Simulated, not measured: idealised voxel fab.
The following is a process module called voxel released beams.
Square cell edge 5 nm, section width 265 nm, ID cut.
Cross-section format: a grid of square cells, given as bands from top to bottom; each band is one or more rows of cells.
Band: top and bottom heights (nm) first, top before bottom; then materials from left to right, widths in nm. "edge to edge" marks a sole material filling the band edge to edge. "air" denotes empty space.
The level at which height equals 0 is the one under which the wafer, as it arrives, is entirely one material. No lower edge exists for the bottom band, which continues downward and is notated as in "0 -> down".
Width: "30->40" (first number = top row, second number = bottom row, same change from row to row of cells).
Take "everything unchanged" at face value: in the step it is given for, the cross-section changed in none of its cells.
If an empty space has no open way to the top and is at least 8 cells in size, "Catalogued sealed voids" lists it, written width x height at distance, where distance is measured from the left edge and every value is in nm.
Step line, after settings: the simulator's comment on this step.
overlay nm, on a step with a mask: how far to the right of its planned place the mask lay; to the left if negative

-- This section lists the process steps that were planned
1. op RECEIVE | material Si
2. op CONFORMAL_DEP | material SiN | thk nm 10
3. op DIRECTIONAL_DEP | material SiO2 | thk nm 15
4. op PATTERN | tone open | mask id ANCHOR | material resist | width nm 40 | thk nm 15 | overlay nm 0
5. op DIRECTIONAL_ETCH | etch materials SiO2 | depth nm 15
6. op STRIP | etch materials resist
7. op CONFORMAL_DEP | material W | thk nm 15
8. op DIRECTIONAL_DEP | material aC | thk nm 10
9. op PATTERN | tone cover | mask id BEAM | material resist | width nm 90 | thk nm 30 | overlay nm 0
10. op DIRECTIONAL_ETCH | etch materials aC | depth nm 10
11. op STRIP | etch materials resist
12. op DIRECTIONAL_ETCH | etch materials W | depth nm 15
13. op STRIP | etch materials aC
14. op STRIP | etch materials SiO2

-- Cross-section: wafer on arrival = after step 1
> 0 -> down | Si edge to edge
> Catalogued sealed voids: none

-- End-of-module cross-section. Starting structure and process plan as above; one mistake made in running it
> 40 -> 25 | air: 85, then W: 15, then air: 20, then W: 55, then air: 90
> 25 -> 10 | air: 85, then W: 50, then air: 130
> 10 -> 0 | SiN edge to edge
> 0 -> down | Si edge to edge
> Catalogued sealed voids: none
Here's what went sideways: for step 4, the planned setting was not used; the step was instead run as op PATTERN | tone open | mask id ANCHOR | material resist | width nm 50 | thk nm 15 | overlay nm 0
